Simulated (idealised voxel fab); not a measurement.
You're looking at the process module voxel air gaps.
Shown is cross-section cut, with a width of 295 nm and square cells of size 5 nm.
A cross-section is a grid of square cells, given in bands from the top down. A band is one or more rows of cells. Per band: top height and bottom height in nm, followed by the left-to-right materials and their widths in nm; "full width" marks a single material spanning edge to edge, "blank" marks empty space. Height datum 0, below which the as-received substrate wafer is one material. Lowest band open at the bottom, running downward: "0 down". A width such as "30..40" changes by the same amount from each row of cells to the next, from the band's top row to its bottom row. You'll sometimes find "remained the same" written for a step, and that's the way of saying that nowhere in the cross-section did a cell change during that step. You'll see "Closed-off voids" listing empty spaces that have no way open to the top, as long as they're 8 cells or more; the notation is width x height at distance, where the distance is from the left edge, and all of it is in nm. On each step's line, the part that comes after the settings is the simulator's own comment on the step. If you see "overlay nm" on a step's line and that step has a mask, it's telling you how far right of where it was planned the mask ended up; a negative number means it went left instead.
Listed below are the process steps as planned
- 1: op RECEIVE | material Si
- 2: op CONFORMAL_DEP | material SiO2 | thk nm 15
- 3: op CONFORMAL_DEP | material SiCN | thk nm 5
- 4: op DIRECTIONAL_DEP | material lowk | thk nm 40
- 5: op MASKED_ETCH | tone open | mask id LINES | width nm 20 | pitch nm 50 | etch materials lowk | depth nm 40 | overlay nm 0
- 6: op CONFORMAL_DEP | material TiN | thk nm 5
- 7: op FILL_DEP | material W | thk nm 5
- 8: op CMP | height nm 60
- 9: op EPI | material Ru | thk nm 10
- 10: op SELECTIVE_ETCH | etch materials lowk | depth nm 50
- 11: op CONFORMAL_DEP | material SiCN | thk nm 5
First wafer, two in total, run as planned
Wafer cross-section on receipt, i.e. after step 1
> 0 down = Si full width
> Closed-off voids: none
State of the wafer after step 2, shown in cross-section
> 15 to 0 = SiO2 full width
> Rest of section, below 0: as before.
State of the wafer after step 3, shown in cross-section
> 20 to 15 = SiCN full width
> Rest of section, below 15: as before.
State of the wafer after step 4, shown in cross-section
> 60 to 20 = lowk full width
> Rest of section, below 20: as before.
State of the wafer after step 5, shown in cross-section
> 60 to 20 = 60 lowk / 20 blank / 30 lowk / 20 blank / 30 lowk / 20 blank / 30 lowk / 20 blank / 65 lowk
> Rest of section, below 20: as before.
State of the wafer after step 6, shown in cross-section
> 65 to 60 = 65 TiN / 10 blank / 40 TiN / 10 blank / 40 TiN / 10 blank / 40 TiN / 10 blank / 70 TiN
> 60 to 25 = 60 lowk / 5 TiN / 10 blank / 5 TiN / 30 lowk / 5 TiN / 10 blank / 5 TiN / 30 lowk / 5 TiN / 10 blank / 5 TiN / 30 lowk / 5 TiN / 10 blank / 5 TiN / 65 lowk
> 25 to 20 = 60 lowk / 20 TiN / 30 lowk / 20 TiN / 30 lowk / 20 TiN / 30 lowk / 20 TiN / 65 lowk
> Rest of section, below 20: as before.
State of the wafer after step 7, shown in cross-section
> 70 to 65 = W full width
> 65 to 60 = 65 TiN / 10 W / 40 TiN / 10 W / 40 TiN / 10 W / 40 TiN / 10 W / 70 TiN
> 60 to 25 = 60 lowk / 5 TiN / 10 W / 5 TiN / 30 lowk / 5 TiN / 10 W / 5 TiN / 30 lowk / 5 TiN / 10 W / 5 TiN / 30 lowk / 5 TiN / 10 W / 5 TiN / 65 lowk
> Rest of section, below 25: as before.
State of the wafer after step 8, shown in cross-section
> 60 to 25 = 60 lowk / 5 TiN / 10 W / 5 TiN / 30 lowk / 5 TiN / 10 W / 5 TiN / 30 lowk / 5 TiN / 10 W / 5 TiN / 30 lowk / 5 TiN / 10 W / 5 TiN / 65 lowk
> Rest of section, below 25: as before.
State of the wafer after step 9, shown in cross-section
> 70 to 60 = 50 blank / 40 Ru / 10 blank / 40 Ru / 10 blank / 40 Ru / 10 blank / 40 Ru / 55 blank
> Rest of section, below 60: as before.
State of the wafer after step 10, shown in cross-section
> 70 to 60 = 50 blank / 40 Ru / 10 blank / 40 Ru / 10 blank / 40 Ru / 10 blank / 40 Ru / 55 blank
> 60 to 25 = 60 blank / 5 TiN / 10 W / 5 TiN / 30 blank / 5 TiN / 10 W / 5 TiN / 30 blank / 5 TiN / 10 W / 5 TiN / 30 blank / 5 TiN / 10 W / 5 TiN / 65 blank
> 25 to 20 = 60 blank / 20 TiN / 30 blank / 20 TiN / 30 blank / 20 TiN / 30 blank / 20 TiN / 65 blank
> Rest of section, below 20: as before.
State of the wafer after step 11, shown in cross-section
> 75 to 70 = 45 blank / 200 SiCN / 50 blank
> 70 to 60 = 45 blank / 5 SiCN / 40 Ru / 10 SiCN / 40 Ru / 10 SiCN / 40 Ru / 10 SiCN / 40 Ru / 5 SiCN / 50 blank
> 60 to 55 = 45 blank / 15 SiCN / 5 TiN / 10 W / 5 TiN / 30 SiCN / 5 TiN / 10 W / 5 TiN / 30 SiCN / 5 TiN / 10 W / 5 TiN / 30 SiCN / 5 TiN / 10 W / 5 TiN / 15 SiCN / 50 blank
> 55 to 25 = 55 blank / 5 SiCN / 5 TiN / 10 W / 5 TiN / 5 SiCN / 20 blank / 5 SiCN / 5 TiN / 10 W / 5 TiN / 5 SiCN / 20 blank / 5 SiCN / 5 TiN / 10 W / 5 TiN / 5 SiCN / 20 blank / 5 SiCN / 5 TiN / 10 W / 5 TiN / 5 SiCN / 60 blank
> 25 to 20 = 60 SiCN / 20 TiN / 30 SiCN / 20 TiN / 30 SiCN / 20 TiN / 30 SiCN / 20 TiN / 65 SiCN
> Rest of section, below 20: as before.
> Closed-off voids: 20 x 30 at 85; 20 x 30 at 135; 20 x 30 at 185
second wafer: like start, like plan, one mistake. Through step 4 it matches the first wafer
Here is the second wafer in cross-section at the point where step 5 of the plan should have been done
> 60 to 20 = 60 blank / 20 lowk / 30 blank / 20 lowk / 30 blank / 20 lowk / 30 blank / 20 lowk / 65 blank
> Rest of section, below 20: as before.
Here is the second wafer in cross-section at the point where step 6 of the plan should have been done
> 65 to 60 = 55 blank / 30 TiN / 20 blank / 30 TiN / 20 blank / 30 TiN / 20 blank / 30 TiN / 60 blank
> 60 to 25 = 55 blank / 5 TiN / 20 lowk / 5 TiN / 20 blank / 5 TiN / 20 lowk / 5 TiN / 20 blank / 5 TiN / 20 lowk / 5 TiN / 20 blank / 5 TiN / 20 lowk / 5 TiN / 60 blank
> 25 to 20 = 60 TiN / 20 lowk / 30 TiN / 20 lowk / 30 TiN / 20 lowk / 30 TiN / 20 lowk / 65 TiN
> Rest of section, below 20: as before.
Here is the second wafer in cross-section at the point where step 7 of the plan should have been done
> 70 to 65 = W full width
> 65 to 60 = 55 W / 30 TiN / 20 W / 30 TiN / 20 W / 30 TiN / 20 W / 30 TiN / 60 W
> 60 to 25 = 55 W / 5 TiN / 20 lowk / 5 TiN / 20 W / 5 TiN / 20 lowk / 5 TiN / 20 W / 5 TiN / 20 lowk / 5 TiN / 20 W / 5 TiN / 20 lowk / 5 TiN / 60 W
> Rest of section, below 25: as before.
Here is the second wafer in cross-section at the point where step 8 of the plan should have been done
> 60 to 25 = 55 W / 5 TiN / 20 lowk / 5 TiN / 20 W / 5 TiN / 20 lowk / 5 TiN / 20 W / 5 TiN / 20 lowk / 5 TiN / 20 W / 5 TiN / 20 lowk / 5 TiN / 60 W
> Rest of section, below 25: as before.
Here is the second wafer in cross-section at the point where step 9 of the plan should have been done
> 70 to 60 = Ru full width
> Rest of section, below 60: as before.
Here is the second wafer in cross-section at the point where step 10 of the plan should have been done: remained the same
Here is the second wafer in cross-section at the point where step 11 of the plan should have been done
> 75 to 70 = SiCN full width
> Rest of section, below 70: as before.
Deviation noted in wafer processing: step 5 ran as: op MASKED_ETCH | tone cover | mask id LINES | width nm 20 | pitch nm 50 | etch materials lowk | depth nm 40 | overlay nm 0
Wrapping up, a cell-based count of both wafers puts the second over or under the first for these materials: Ru +54, SiCN -112, TiN +27, W +189, lowk +128
The first wafer finishes with 3 closed voids, while the second finishes with 0.
